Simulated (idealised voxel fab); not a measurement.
You're looking at the process module voxel transistor to metal.
cross-section cut | 155 nm wide | cells 5 nm
Throughout this document, each cross-section is represented as a grid of square cells and is presented as a sequence of bands enumerated from the top downward, where a band comprises one or more rows of cells.
Top height, bottom height, nm. Materials left to right, width each, nm. Single material + "full width" = fills band edge to edge. "empty" = empty.
Heads up on the height convention: 0 is the point under which the incoming wafer is all one material, and the lowest band has no bottom, it just keeps going down, like "0 and below".
Think of "30..40" as a width that walks from the first number to the second as you go down the band, top row to bottom row, taking equal-sized steps from row to row.
You'll sometimes find "no modifications" written for a step, and that's the way of saying that nowhere in the cross-section did a cell change during that step.
The entry "Closed void catalog" lists the empty spaces that cover at least 8 cells and have no open path to the top. Each is written as width x height at distance, where the distance is measured from the left edge and all three values are in nm.
Read whatever lies past the settings on a step's line as the simulator's own remark about the step.
overlay nm: step with mask; distance mask lay right of planned place; negative value = left of planned place.
Pairs from here to the end. Each: cross-section before one process step, cross-section after it, the latter only as far down as the lowest band that changed. Under each: the step between, and its settings. Mind that the pairs may be taken from different runs of this module on the same starting wafer; whether a pair continues from the pair above depends on its entry headed "Prior to step", and it does only where that entry says so.

# Prior to step
    70 down to 65  TiN=35 / empty=10 / TiN=65 / empty=10 / TiN=35
    65 down to 40  lowk=30 / TiN=5 / empty=10 / TiN=5 / lowk=55 / TiN=5 / empty=10 / TiN=5 / lowk=30
    40 down to 35  SiCN=30 / TiN=20 / SiCN=55 / TiN=20 / SiCN=30
    35 down to 20  SiO2=30 / TiN=5 / W=10 / TiN=5 / SiO2=55 / TiN=5 / W=10 / TiN=5 / SiO2=30
    20 down to 15  SiO2=30 / TiN=5 / W=10 / TiN=5 / SiO2=5 / SiN=5 / HfO2=5 / TiN=5 / W=15 / TiN=5 / HfO2=5 / SiN=5 / SiO2=5 / TiN=5 / W=10 / TiN=5 / SiO2=30
    15 down to 10  SiO2=30 / TiN=20 / SiO2=5 / SiN=5 / HfO2=5 / TiN=5 / W=15 / TiN=5 / HfO2=5 / SiN=5 / SiO2=5 / TiN=20 / SiO2=30
    10 down to 0  SiO2=55 / SiN=5 / HfO2=5 / TiN=5 / W=15 / TiN=5 / HfO2=5 / SiN=5 / SiO2=55
    0 down to -5  SiO2=55 / SiN=5 / HfO2=5 / TiN=25 / HfO2=5 / SiN=5 / SiO2=55
    -5 down to -10  SiO2=25 / nSi=30 / SiO2=5 / HfO2=35 / SiO2=5 / nSi=30 / SiO2=25
    -10 down to -35  SiO2=30 / Si=95 / SiO2=30
    -35 and below  Si full width
    Closed void catalog: none

# Structure After Step
    75 down to 70  Ru full width
    70 down to 65  TiN=35 / Ru=10 / TiN=65 / Ru=10 / TiN=35
    65 down to 40  lowk=30 / TiN=5 / Ru=10 / TiN=5 / lowk=55 / TiN=5 / Ru=10 / TiN=5 / lowk=30
    Below a height of 40, the structure has not been altered.
    Closed void catalog: none
Intermediate step for the cross-sections above: FILL_DEP (material Ru; thk nm 5)

Prior to step: The cross-section prior to this step is the one presented after the step of the pair immediately above.

# Structure After Step
    65 down to 40  lowk=30 / TiN=5 / Ru=10 / TiN=5 / lowk=55 / TiN=5 / Ru=10 / TiN=5 / lowk=30
    Below a height of 40, the structure has not been altered.
    Closed void catalog: none
Intermediate step for the cross-sections above: CMP (height nm 65)

Prior to step: The cross-section prior to this step is the one presented after the step of the pair immediately above.

# Structure After Step
    70 down to 65  empty=25 / Ru=30 / empty=45 / Ru=30 / empty=25
    Below a height of 65, the structure has not been altered.
    Closed void catalog: none
Intermediate step for the cross-sections above: EPI (material Ru; thk nm 5)

Prior to step: The cross-section prior to this step is the one presented after the step of the pair immediately above.

# Structure After Step
    75 down to 70  SiCN full width
    70 down to 65  SiCN=25 / Ru=30 / SiCN=45 / Ru=30 / SiCN=25
    Below a height of 65, the structure has not been altered.
    Closed void catalog: none
Intermediate step for the cross-sections above: FILL_DEP (material SiCN; thk nm 5)

Prior to step: The cross-section prior to this step is the one presented after the step of the pair immediately above.

# Structure After Step
    105 down to 75  SiO2 full width
    Below a height of 75, the structure has not been altered.
    Closed void catalog: none
Intermediate step for the cross-sections above: DIRECTIONAL_DEP (material SiO2; thk nm 30)

Prior to step: The cross-section prior to this step is the one presented after the step of the pair immediately above.

# Structure After Step
    120 down to 105  resist=30 / empty=15 / resist=60 / empty=15 / resist=35
    Below a height of 105, the structure has not been altered.
    Closed void catalog: none
Intermediate step for the cross-sections above: PATTERN (tone open; mask id METAL_2_HOLES; material resist; width nm 15; pitch nm 75; thk nm 15; overlay nm 0)

Prior to step: The cross-section prior to this step is the one presented after the step of the pair immediately above.

# Structure After Step
    120 down to 105  resist=30 / empty=15 / resist=60 / empty=15 / resist=35
    105 down to 75  SiO2=30 / empty=15 / SiO2=60 / empty=15 / SiO2=35
    Below a height of 75, the structure has not been altered.
    Closed void catalog: none
Intermediate step for the cross-sections above: DIRECTIONAL_ETCH (etch materials SiO2; depth nm 30)

Prior to step: The cross-section prior to this step is the one presented after the step of the pair immediately above.

# Structure After Step
    105 down to 75  SiO2=30 / empty=15 / SiO2=60 / empty=15 / SiO2=35
    Below a height of 75, the structure has not been altered.
    Closed void catalog: none
Intermediate step for the cross-sections above: STRIP (etch materials resist)

Prior to step: The cross-section prior to this step is the one presented after the step of the pair immediately above.

# Structure After Step
    115 down to 105  aC=30 / empty=15 / aC=60 / empty=15 / aC=35
    105 down to 85  SiO2=30 / empty=15 / SiO2=60 / empty=15 / SiO2=35
    85 down to 75  SiO2=30 / aC=15 / SiO2=60 / aC=15 / SiO2=35
    Below a height of 75, the structure has not been altered.
    Closed void catalog: none
Intermediate step for the cross-sections above: DIRECTIONAL_DEP (material aC; thk nm 10)

Prior to step: The cross-section prior to this step is the one presented after the step of the pair immediately above.

# Structure After Step
    140 down to 115  resist=30 / empty=20 / resist=55 / empty=20 / resist=30
    Below a height of 115, the structure has not been altered.
    Closed void catalog: none
Intermediate step for the cross-sections above: PATTERN (tone open; mask id METAL_2; material resist; width nm 20; pitch nm 75; thk nm 25; overlay nm 0)

Prior to step: The cross-section prior to this step is the one presented after the step of the pair immediately above.

# Structure After Step
    130 down to 115  resist=30 / empty=20 / resist=55 / empty=20 / resist=30
    115 down to 105  aC=30 / empty=20 / aC=55 / empty=20 / aC=30
    105 down to 75  SiO2=30 / empty=15 / SiO2=60 / empty=15 / SiO2=35
    Below a height of 75, the structure has not been altered.
    Closed void catalog: none
Intermediate step for the cross-sections above: DIRECTIONAL_ETCH (etch materials aC; depth nm 10)

Prior to step: The cross-section prior to this step is the one presented after the step of the pair immediately above.

# Structure After Step
    115 down to 105  aC=30 / empty=20 / aC=55 / empty=20 / aC=30
    Below a height of 105, the structure has not been altered.
    Closed void catalog: none
Intermediate step for the cross-sections above: STRIP (etch materials resist)

Prior to step: The cross-section prior to this step is the one presented after the step of the pair immediately above.

# Structure After Step
    115 down to 105  aC=30 / empty=20 / aC=55 / empty=20 / aC=30
    105 down to 90  SiO2=30 / empty=20 / SiO2=55 / empty=20 / SiO2=30
    Below a height of 90, the structure has not been altered.
    Closed void catalog: none
Intermediate step for the cross-sections above: DIRECTIONAL_ETCH (etch materials SiO2; depth nm 15)

Prior to step: The cross-section prior to this step is the one presented after the step of the pair immediately above.

# Structure After Step
    115 down to 105  aC=30 / empty=20 / aC=55 / empty=20 / aC=30
    105 down to 90  SiO2=30 / empty=20 / SiO2=55 / empty=20 / SiO2=30
    90 down to 75  SiO2=30 / empty=15 / SiO2=60 / empty=15 / SiO2=35
    75 down to 70  SiCN=30 / empty=15 / SiCN=60 / empty=15 / SiCN=35
    Below a height of 70, the structure has not been altered.
    Closed void catalog: none
Intermediate step for the cross-sections above: DIRECTIONAL_ETCH (etch materials SiCN; depth nm 5)

Prior to step: The cross-section prior to this step is the one presented after the step of the pair immediately above.

# Structure After Step
    105 down to 90  SiO2=30 / empty=20 / SiO2=55 / empty=20 / SiO2=30
    Below a height of 90, the structure has not been altered.
    Closed void catalog: none
Intermediate step for the cross-sections above: STRIP (etch materials aC)

Prior to step: The cross-section prior to this step is the one presented after the step of the pair immediately above.

# Structure After Step
    110 down to 105  TiN=35 / empty=10 / TiN=65 / empty=10 / TiN=35
    105 down to 95  SiO2=30 / TiN=5 / empty=10 / TiN=5 / SiO2=55 / TiN=5 / empty=10 / TiN=5 / SiO2=30
    95 down to 90  SiO2=30 / TiN=5 / empty=5 / TiN=10 / SiO2=55 / TiN=5 / empty=5 / TiN=10 / SiO2=30
    90 down to 75  SiO2=30 / TiN=5 / empty=5 / TiN=5 / SiO2=60 / TiN=5 / empty=5 / TiN=5 / SiO2=35
    75 down to 70  SiCN=30 / TiN=15 / SiCN=60 / TiN=15 / SiCN=35
    Below a height of 70, the structure has not been altered.
    Closed void catalog: none
Intermediate step for the cross-sections above: CONFORMAL_DEP (material TiN; thk nm 5)

Prior to step: The cross-section prior to this step is the one presented after the step of the pair immediately above.

# Structure After Step
    120 down to 110  Cu full width
    110 down to 105  TiN=35 / Cu=10 / TiN=65 / Cu=10 / TiN=35
    105 down to 95  SiO2=30 / TiN=5 / Cu=10 / TiN=5 / SiO2=55 / TiN=5 / Cu=10 / TiN=5 / SiO2=30
    95 down to 90  SiO2=30 / TiN=5 / Cu=5 / TiN=10 / SiO2=55 / TiN=5 / Cu=5 / TiN=10 / SiO2=30
    90 down to 75  SiO2=30 / TiN=5 / Cu=5 / TiN=5 / SiO2=60 / TiN=5 / Cu=5 / TiN=5 / SiO2=35
    Below a height of 75, the structure has not been altered.
    Closed void catalog: none
Intermediate step for the cross-sections above: FILL_DEP (material Cu; thk nm 10)

Prior to step: The cross-section prior to this step is the one presented after the step of the pair immediately above.

# Structure After Step
    105 down to 95  SiO2=30 / TiN=5 / Cu=10 / TiN=5 / SiO2=55 / TiN=5 / Cu=10 / TiN=5 / SiO2=30
    Below a height of 95, the structure has not been altered.
    Closed void catalog: none
Intermediate step for the cross-sections above: CMP (height nm 105)

Prior to step: The cross-section prior to this step is the one presented after the step of the pair immediately above.

# Structure After Step
    110 down to 105  SiCN full width
    Below a height of 105, the structure has not been altered.
    Closed void catalog: none
Intermediate step for the cross-sections above: CONFORMAL_DEP (material SiCN; thk nm 5)

# Prior to step
    25 down to 20  empty=55 / SiN=5 / empty=35 / SiN=5 / empty=55
    20 down to -5  SiO2=55 / SiN=5 / empty=35 / SiN=5 / SiO2=55
    -5 down to -10  SiO2=25 / nSi=30 / SiO2=5 / empty=35 / SiO2=5 / nSi=30 / SiO2=25
    -10 down to -35  SiO2=30 / Si=95 / SiO2=30
    -35 and below  Si full width
    Closed void catalog: none

# Structure After Step
    30 down to 25  empty=50 / TiN=15 / empty=25 / TiN=15 / empty=50
    25 down to 20  TiN=55 / SiN=5 / TiN=5 / empty=25 / TiN=5 / SiN=5 / TiN=55
    20 down to -5  SiO2=55 / SiN=5 / TiN=5 / empty=25 / TiN=5 / SiN=5 / SiO2=55
    -5 down to -10  SiO2=25 / nSi=30 / SiO2=5 / TiN=35 / SiO2=5 / nSi=30 / SiO2=25
    Below a height of -10, the structure has not been altered.
    Closed void catalog: none
Intermediate step for the cross-sections above: CONFORMAL_DEP (material TiN; thk nm 5)

Prior to step: The cross-section prior to this step is the one presented after the step of the pair immediately above.

# Structure After Step
    35 down to 30  empty=45 / HfO2=25 / empty=15 / HfO2=25 / empty=45
    30 down to 25  HfO2=50 / TiN=15 / HfO2=5 / empty=15 / HfO2=5 / TiN=15 / HfO2=50
    25 down to 20  TiN=55 / SiN=5 / TiN=5 / HfO2=5 / empty=15 / HfO2=5 / TiN=5 / SiN=5 / TiN=55
    20 down to 0  SiO2=55 / SiN=5 / TiN=5 / HfO2=5 / empty=15 / HfO2=5 / TiN=5 / SiN=5 / SiO2=55
    0 down to -5  SiO2=55 / SiN=5 / TiN=5 / HfO2=25 / TiN=5 / SiN=5 / SiO2=55
    Below a height of -5, the structure has not been altered.
    Closed void catalog: none
Intermediate step for the cross-sections above: CONFORMAL_DEP (material HfO2; thk nm 5)

Prior to step: The cross-section prior to this step is the one presented after the step of the pair immediately above.

# Structure After Step
    40 down to 35  W full width
    35 down to 30  W=45 / HfO2=25 / W=15 / HfO2=25 / W=45
    30 down to 25  HfO2=50 / TiN=15 / HfO2=5 / W=15 / HfO2=5 / TiN=15 / HfO2=50
    25 down to 20  TiN=55 / SiN=5 / TiN=5 / HfO2=5 / W=15 / HfO2=5 / TiN=5 / SiN=5 / TiN=55
    20 down to 0  SiO2=55 / SiN=5 / TiN=5 / HfO2=5 / W=15 / HfO2=5 / TiN=5 / SiN=5 / SiO2=55
    Below a height of 0, the structure has not been altered.
    Closed void catalog: none
Intermediate step for the cross-sections above: FILL_DEP (material W; thk nm 5)

Prior to step: The cross-section prior to this step is the one presented after the step of the pair immediately above.

# Structure After Step
    20 down to 0  SiO2=55 / SiN=5 / TiN=5 / HfO2=5 / W=15 / HfO2=5 / TiN=5 / SiN=5 / SiO2=55
    Below a height of 0, the structure has not been altered.
    Closed void catalog: none
Intermediate step for the cross-sections above: CMP (height nm 20)

Prior to step: The cross-section prior to this step is the one presented after the step of the pair immediately above.

# Structure After Step
    35 down to 20  SiO2 full width
    Below a height of 20, the structure has not been altered.
    Closed void catalog: none
Intermediate step for the cross-sections above: DIRECTIONAL_DEP (material SiO2; thk nm 15)

Prior to step: The cross-section prior to this step is the one presented after the step of the pair immediately above.

# Structure After Step
    50 down to 35  aC full width
    Below a height of 35, the structure has not been altered.
    Closed void catalog: none
Intermediate step for the cross-sections above: DIRECTIONAL_DEP (material aC; thk nm 15)

Prior to step: The cross-section prior to this step is the one presented after the step of the pair immediately above.

# Structure After Step
    85 down to 50  resist=30 / empty=20 / resist=55 / empty=20 / resist=30
    Below a height of 50, the structure has not been altered.
    Closed void catalog: none
Intermediate step for the cross-sections above: PATTERN (tone open; mask id CONTACT; material resist; width nm 20; pitch nm 75; thk nm 35; overlay nm 0)

Prior to step: The cross-section prior to this step is the one presented after the step of the pair immediately above.

# Structure After Step
    70 down to 50  resist=30 / empty=20 / resist=55 / empty=20 / resist=30
    50 down to 35  aC=30 / empty=20 / aC=55 / empty=20 / aC=30
    Below a height of 35, the structure has not been altered.
    Closed void catalog: none
Intermediate step for the cross-sections above: DIRECTIONAL_ETCH (etch materials aC; depth nm 15)

Prior to step: The cross-section prior to this step is the one presented after the step of the pair immediately above.

# Structure After Step
    50 down to 35  aC=30 / empty=20 / aC=55 / empty=20 / aC=30
    Below a height of 35, the structure has not been altered.
    Closed void catalog: none
Intermediate step for the cross-sections above: STRIP (etch materials resist)

Prior to step: The cross-section prior to this step is the one presented after the step of the pair immediately above.

# Structure After Step
    50 down to 35  aC=30 / empty=20 / aC=55 / empty=20 / aC=30
    35 down to 20  SiO2=30 / empty=20 / SiO2=55 / empty=20 / SiO2=30
    20 down to 0  SiO2=30 / empty=20 / SiO2=5 / SiN=5 / TiN=5 / HfO2=5 / W=15 / HfO2=5 / TiN=5 / SiN=5 / SiO2=5 / empty=20 / SiO2=30
    0 down to -5  SiO2=30 / empty=20 / SiO2=5 / SiN=5 / TiN=5 / HfO2=25 / TiN=5 / SiN=5 / SiO2=5 / empty=20 / SiO2=30
    Below a height of -5, the structure has not been altered.
    Closed void catalog: none
Intermediate step for the cross-sections above: DIRECTIONAL_ETCH (etch materials SiO2; depth nm 40)

Prior to step: The cross-section prior to this step is the one presented after the step of the pair immediately above.

# Structure After Step
    35 down to 20  SiO2=30 / empty=20 / SiO2=55 / empty=20 / SiO2=30
    Below a height of 20, the structure has not been altered.
    Closed void catalog: none
Intermediate step for the cross-sections above: STRIP (etch materials aC)

Prior to step: The cross-section prior to this step is the one presented after the step of the pair immediately above.

# Structure After Step
    40 down to 35  TiN=35 / empty=10 / TiN=65 / empty=10 / TiN=35
    35 down to 20  SiO2=30 / TiN=5 / empty=10 / TiN=5 / SiO2=55 / TiN=5 / empty=10 / TiN=5 / SiO2=30
    20 down to 0  SiO2=30 / TiN=5 / empty=10 / TiN=5 / SiO2=5 / SiN=5 / TiN=5 / HfO2=5 / W=15 / HfO2=5 / TiN=5 / SiN=5 / SiO2=5 / TiN=5 / empty=10 / TiN=5 / SiO2=30
    0 down to -5  SiO2=30 / TiN=20 / SiO2=5 / SiN=5 / TiN=5 / HfO2=25 / TiN=5 / SiN=5 / SiO2=5 / TiN=20 / SiO2=30
    Below a height of -5, the structure has not been altered.
    Closed void catalog: none
Intermediate step for the cross-sections above: CONFORMAL_DEP (material TiN; thk nm 5)

Prior to step: The cross-section prior to this step is the one presented after the step of the pair immediately above.

# Structure After Step
    45 down to 40  W full width
    40 down to 35  TiN=35 / W=10 / TiN=65 / W=10 / TiN=35
    35 down to 20  SiO2=30 / TiN=5 / W=10 / TiN=5 / SiO2=55 / TiN=5 / W=10 / TiN=5 / SiO2=30
    20 down to 0  SiO2=30 / TiN=5 / W=10 / TiN=5 / SiO2=5 / SiN=5 / TiN=5 / HfO2=5 / W=15 / HfO2=5 / TiN=5 / SiN=5 / SiO2=5 / TiN=5 / W=10 / TiN=5 / SiO2=30
    Below a height of 0, the structure has not been altered.
    Closed void catalog: none
Intermediate step for the cross-sections above: FILL_DEP (material W; thk nm 5)

Prior to step: The cross-section prior to this step is the one presented after the step of the pair immediately above.

# Structure After Step
    35 down to 20  SiO2=30 / TiN=5 / W=10 / TiN=5 / SiO2=55 / TiN=5 / W=10 / TiN=5 / SiO2=30
    Below a height of 20, the structure has not been altered.
    Closed void catalog: none
Intermediate step for the cross-sections above: CMP (height nm 35)

Prior to step: The cross-section prior to this step is the one presented after the step of the pair immediately above.

# Structure After Step
    40 down to 35  SiCN full width
    Below a height of 35, the structure has not been altered.
    Closed void catalog: none
Intermediate step for the cross-sections above: CONFORMAL_DEP (material SiCN; thk nm 5)

Prior to step: The cross-section prior to this step is the one presented after the step of the pair immediately above.

# Structure After Step
    65 down to 40  lowk full width
    Below a height of 40, the structure has not been altered.
    Closed void catalog: none
Intermediate step for the cross-sections above: DIRECTIONAL_DEP (material lowk; thk nm 25)

Prior to step: The cross-section prior to this step is the one presented after the step of the pair immediately above.

# Structure After Step
    85 down to 65  resist=30 / empty=20 / resist=55 / empty=20 / resist=30
    Below a height of 65, the structure has not been altered.
    Closed void catalog: none
Intermediate step for the cross-sections above: PATTERN (tone open; mask id METAL_1; material resist; width nm 20; pitch nm 75; thk nm 20; overlay nm 0)

Prior to step: The cross-section prior to this step is the one presented after the step of the pair immediately above.

# Structure After Step
    85 down to 65  resist=30 / empty=20 / resist=55 / empty=20 / resist=30
    65 down to 40  lowk=30 / empty=20 / lowk=55 / empty=20 / lowk=30
    Below a height of 40, the structure has not been altered.
    Closed void catalog: none
Intermediate step for the cross-sections above: DIRECTIONAL_ETCH (etch materials lowk; depth nm 25)

Prior to step: The cross-section prior to this step is the one presented after the step of the pair immediately above.

# Structure After Step
    85 down to 65  resist=30 / empty=20 / resist=55 / empty=20 / resist=30
    65 down to 40  lowk=30 / empty=20 / lowk=55 / empty=20 / lowk=30
    40 down to 35  SiCN=30 / empty=20 / SiCN=55 / empty=20 / SiCN=30
    Below a height of 35, the structure has not been altered.
    Closed void catalog: none
Intermediate step for the cross-sections above: DIRECTIONAL_ETCH (etch materials SiCN; depth nm 5)

Prior to step: The cross-section prior to this step is the one presented after the step of the pair immediately above.

# Structure After Step
    65 down to 40  lowk=30 / empty=20 / lowk=55 / empty=20 / lowk=30
    Below a height of 40, the structure has not been altered.
    Closed void catalog: none
Intermediate step for the cross-sections above: STRIP (etch materials resist)

Prior to step: The cross-section prior to this step is the one presented after the step of the pair immediately above.

# Structure After Step
    70 down to 65  TiN=35 / empty=10 / TiN=65 / empty=10 / TiN=35
    65 down to 40  lowk=30 / TiN=5 / empty=10 / TiN=5 / lowk=55 / TiN=5 / empty=10 / TiN=5 / lowk=30
    40 down to 35  SiCN=30 / TiN=20 / SiCN=55 / TiN=20 / SiCN=30
    Below a height of 35, the structure has not been altered.
    Closed void catalog: none
Intermediate step for the cross-sections above: CONFORMAL_DEP (material TiN; thk nm 5)

Prior to step: The cross-section prior to this step is the one presented after the step of the pair immediately above.

# Structure After Step
    75 down to 70  Ru full width
    70 down to 65  TiN=35 / Ru=10 / TiN=65 / Ru=10 / TiN=35
    65 down to 40  lowk=30 / TiN=5 / Ru=10 / TiN=5 / lowk=55 / TiN=5 / Ru=10 / TiN=5 / lowk=30
    Below a height of 40, the structure has not been altered.
    Closed void catalog: none
Intermediate step for the cross-sections above: FILL_DEP (material Ru; thk nm 5)

Prior to step: The cross-section prior to this step is the one presented after the step of the pair immediately above.

# Structure After Step
    65 down to 40  lowk=30 / TiN=5 / Ru=10 / TiN=5 / lowk=55 / TiN=5 / Ru=10 / TiN=5 / lowk=30
    Below a height of 40, the structure has not been altered.
    Closed void catalog: none
Intermediate step for the cross-sections above: CMP (height nm 65)

Prior to step: The cross-section prior to this step is the one presented after the step of the pair immediately above.

# Structure After Step
    70 down to 65  empty=25 / Ru=30 / empty=45 / Ru=30 / empty=25
    Below a height of 65, the structure has not been altered.
    Closed void catalog: none
Intermediate step for the cross-sections above: EPI (material Ru; thk nm 5)

Prior to step: The cross-section prior to this step is the one presented after the step of the pair immediately above.

# Structure After Step
    75 down to 70  SiCN full width
    70 down to 65  SiCN=25 / Ru=30 / SiCN=45 / Ru=30 / SiCN=25
    Below a height of 65, the structure has not been altered.
    Closed void catalog: none
Intermediate step for the cross-sections above: FILL_DEP (material SiCN; thk nm 5)

Prior to step: The cross-section prior to this step is the one presented after the step of the pair immediately above.

# Structure After Step
    105 down to 75  SiO2 full width
    Below a height of 75, the structure has not been altered.
    Closed void catalog: none
Intermediate step for the cross-sections above: DIRECTIONAL_DEP (material SiO2; thk nm 30)

Prior to step: The cross-section prior to this step is the one presented after the step of the pair immediately above.

# Structure After Step
    120 down to 105  resist=30 / empty=15 / resist=60 / empty=15 / resist=35
    Below a height of 105, the structure has not been altered.
    Closed void catalog: none
Intermediate step for the cross-sections above: PATTERN (tone open; mask id METAL_2_HOLES; material resist; width nm 15; pitch nm 75; thk nm 15; overlay nm 0)

Prior to step: The cross-section prior to this step is the one presented after the step of the pair immediately above.

# Structure After Step
    120 down to 105  resist=30 / empty=15 / resist=60 / empty=15 / resist=35
    105 down to 75  SiO2=30 / empty=15 / SiO2=60 / empty=15 / SiO2=35
    Below a height of 75, the structure has not been altered.
    Closed void catalog: none
Intermediate step for the cross-sections above: DIRECTIONAL_ETCH (etch materials SiO2; depth nm 30)

Prior to step: The cross-section prior to this step is the one presented after the step of the pair immediately above.

# Structure After Step
    105 down to 75  SiO2=30 / empty=15 / SiO2=60 / empty=15 / SiO2=35
    Below a height of 75, the structure has not been altered.
    Closed void catalog: none
Intermediate step for the cross-sections above: STRIP (etch materials resist)

Prior to step: The cross-section prior to this step is the one presented after the step of the pair immediately above.

# Structure After Step
    115 down to 105  aC=30 / empty=15 / aC=60 / empty=15 / aC=35
    105 down to 85  SiO2=30 / empty=15 / SiO2=60 / empty=15 / SiO2=35
    85 down to 75  SiO2=30 / aC=15 / SiO2=60 / aC=15 / SiO2=35
    Below a height of 75, the structure has not been altered.
    Closed void catalog: none
Intermediate step for the cross-sections above: DIRECTIONAL_DEP (material aC; thk nm 10)

Prior to step: The cross-section prior to this step is the one presented after the step of the pair immediately above.

# Structure After Step
    140 down to 115  resist=30 / empty=20 / resist=55 / empty=20 / resist=30
    Below a height of 115, the structure has not been altered.
    Closed void catalog: none
Intermediate step for the cross-sections above: PATTERN (tone open; mask id METAL_2; material resist; width nm 20; pitch nm 75; thk nm 25; overlay nm 0)

Prior to step: The cross-section prior to this step is the one presented after the step of the pair immediately above.

# Structure After Step
    130 down to 115  resist=30 / empty=20 / resist=55 / empty=20 / resist=30
    115 down to 105  aC=30 / empty=20 / aC=55 / empty=20 / aC=30
    105 down to 75  SiO2=30 / empty=15 / SiO2=60 / empty=15 / SiO2=35
    Below a height of 75, the structure has not been altered.
    Closed void catalog: none
Intermediate step for the cross-sections above: DIRECTIONAL_ETCH (etch materials aC; depth nm 10)

Prior to step: The cross-section prior to this step is the one presented after the step of the pair immediately above.

# Structure After Step
    115 down to 105  aC=30 / empty=20 / aC=55 / empty=20 / aC=30
    Below a height of 105, the structure has not been altered.
    Closed void catalog: none
Intermediate step for the cross-sections above: STRIP (etch materials resist)

Prior to step: The cross-section prior to this step is the one presented after the step of the pair immediately above.

# Structure After Step
    115 down to 105  aC=30 / empty=20 / aC=55 / empty=20 / aC=30
    105 down to 90  SiO2=30 / empty=20 / SiO2=55 / empty=20 / SiO2=30
    Below a height of 90, the structure has not been altered.
    Closed void catalog: none
Intermediate step for the cross-sections above: DIRECTIONAL_ETCH (etch materials SiO2; depth nm 15)

Prior to step: The cross-section prior to this step is the one presented after the step of the pair immediately above.

# Structure After Step
    115 down to 105  aC=30 / empty=20 / aC=55 / empty=20 / aC=30
    105 down to 90  SiO2=30 / empty=20 / SiO2=55 / empty=20 / SiO2=30
    90 down to 75  SiO2=30 / empty=15 / SiO2=60 / empty=15 / SiO2=35
    75 down to 70  SiCN=30 / empty=15 / SiCN=60 / empty=15 / SiCN=35
    Below a height of 70, the structure has not been altered.
    Closed void catalog: none
Intermediate step for the cross-sections above: DIRECTIONAL_ETCH (etch materials SiCN; depth nm 5)

Prior to step: The cross-section prior to this step is the one presented after the step of the pair immediately above.

# Structure After Step
    105 down to 90  SiO2=30 / empty=20 / SiO2=55 / empty=20 / SiO2=30
    Below a height of 90, the structure has not been altered.
    Closed void catalog: none
Intermediate step for the cross-sections above: STRIP (etch materials aC)

Prior to step: The cross-section prior to this step is the one presented after the step of the pair immediately above.

# Structure After Step
    110 down to 105  TiN=35 / empty=10 / TiN=65 / empty=10 / TiN=35
    105 down to 95  SiO2=30 / TiN=5 / empty=10 / TiN=5 / SiO2=55 / TiN=5 / empty=10 / TiN=5 / SiO2=30
    95 down to 90  SiO2=30 / TiN=5 / empty=5 / TiN=10 / SiO2=55 / TiN=5 / empty=5 / TiN=10 / SiO2=30
    90 down to 75  SiO2=30 / TiN=5 / empty=5 / TiN=5 / SiO2=60 / TiN=5 / empty=5 / TiN=5 / SiO2=35
    75 down to 70  SiCN=30 / TiN=15 / SiCN=60 / TiN=15 / SiCN=35
    Below a height of 70, the structure has not been altered.
    Closed void catalog: none
Intermediate step for the cross-sections above: CONFORMAL_DEP (material TiN; thk nm 5)

Prior to step: The cross-section prior to this step is the one presented after the step of the pair immediately above.

# Structure After Step
    120 down to 110  Cu full width
    110 down to 105  TiN=35 / Cu=10 / TiN=65 / Cu=10 / TiN=35
    105 down to 95  SiO2=30 / TiN=5 / Cu=10 / TiN=5 / SiO2=55 / TiN=5 / Cu=10 / TiN=5 / SiO2=30
    95 down to 90  SiO2=30 / TiN=5 / Cu=5 / TiN=10 / SiO2=55 / TiN=5 / Cu=5 / TiN=10 / SiO2=30
    90 down to 75  SiO2=30 / TiN=5 / Cu=5 / TiN=5 / SiO2=60 / TiN=5 / Cu=5 / TiN=5 / SiO2=35
    Below a height of 75, the structure has not been altered.
    Closed void catalog: none
Intermediate step for the cross-sections above: FILL_DEP (material Cu; thk nm 10)

Prior to step: The cross-section prior to this step is the one presented after the step of the pair immediately above.

# Structure After Step
    105 down to 95  SiO2=30 / TiN=5 / Cu=10 / TiN=5 / SiO2=55 / TiN=5 / Cu=10 / TiN=5 / SiO2=30
    Below a height of 95, the structure has not been altered.
    Closed void catalog: none
Intermediate step for the cross-sections above: CMP (height nm 105)

Prior to step: The cross-section prior to this step is the one presented after the step of the pair immediately above.

# Structure After Step
    110 down to 105  SiCN full width
    Below a height of 105, the structure has not been altered.
    Closed void catalog: none
Intermediate step for the cross-sections above: CONFORMAL_DEP (material SiCN; thk nm 5)

# Prior to step
    115 down to 105  aC=30 / empty=20 / aC=55 / empty=20 / aC=30
    105 down to 75  SiO2=30 / empty=15 / SiO2=60 / empty=15 / SiO2=35
    75 down to 70  SiCN full width
    70 down to 65  SiCN=25 / Ru=30 / SiCN=45 / Ru=30 / SiCN=25
    65 down to 40  lowk=30 / TiN=5 / Ru=10 / TiN=5 / lowk=55 / TiN=5 / Ru=10 / TiN=5 / lowk=30
    40 down to 35  SiCN=30 / TiN=20 / SiCN=55 / TiN=20 / SiCN=30
    35 down to 20  SiO2=30 / TiN=5 / W=10 / TiN=5 / SiO2=55 / TiN=5 / W=10 / TiN=5 / SiO2=30
    20 down to 0  SiO2=30 / TiN=5 / W=10 / TiN=5 / SiO2=5 / SiN=5 / HfO2=5 / TiN=5 / W=15 / TiN=5 / HfO2=5 / SiN=5 / SiO2=5 / TiN=5 / W=10 / TiN=5 / SiO2=30
    0 down to -5  SiO2=30 / TiN=20 / SiO2=5 / SiN=5 / HfO2=5 / TiN=25 / HfO2=5 / SiN=5 / SiO2=5 / TiN=20 / SiO2=30
    -5 down to -10  SiO2=25 / nSi=30 / SiO2=5 / HfO2=35 / SiO2=5 / nSi=30 / SiO2=25
    -10 down to -35  SiO2=30 / Si=95 / SiO2=30
    -35 and below  Si full width
    Closed void catalog: none

# Structure After Step
    115 down to 105  aC=30 / empty=20 / aC=55 / empty=20 / aC=30
    105 down to 85  SiO2=30 / empty=20 / SiO2=55 / empty=20 / SiO2=30
    Below a height of 85, the structure has not been altered.
    Closed void catalog: none
Intermediate step for the cross-sections above: DIRECTIONAL_ETCH (etch materials SiO2; depth nm 20)

Prior to step: The cross-section prior to this step is the one presented after the step of the pair immediately above.

# Structure After Step
    115 down to 105  aC=30 / empty=20 / aC=55 / empty=20 / aC=30
    105 down to 85  SiO2=30 / empty=20 / SiO2=55 / empty=20 / SiO2=30
    85 down to 75  SiO2=30 / empty=15 / SiO2=60 / empty=15 / SiO2=35
    75 down to 70  SiCN=30 / empty=15 / SiCN=60 / empty=15 / SiCN=35
    Below a height of 70, the structure has not been altered.
    Closed void catalog: none
Intermediate step for the cross-sections above: DIRECTIONAL_ETCH (etch materials SiCN; depth nm 5)

Prior to step: The cross-section prior to this step is the one presented after the step of the pair immediately above.

# Structure After Step
    105 down to 85  SiO2=30 / empty=20 / SiO2=55 / empty=20 / SiO2=30
    Below a height of 85, the structure has not been altered.
    Closed void catalog: none
Intermediate step for the cross-sections above: STRIP (etch materials aC)
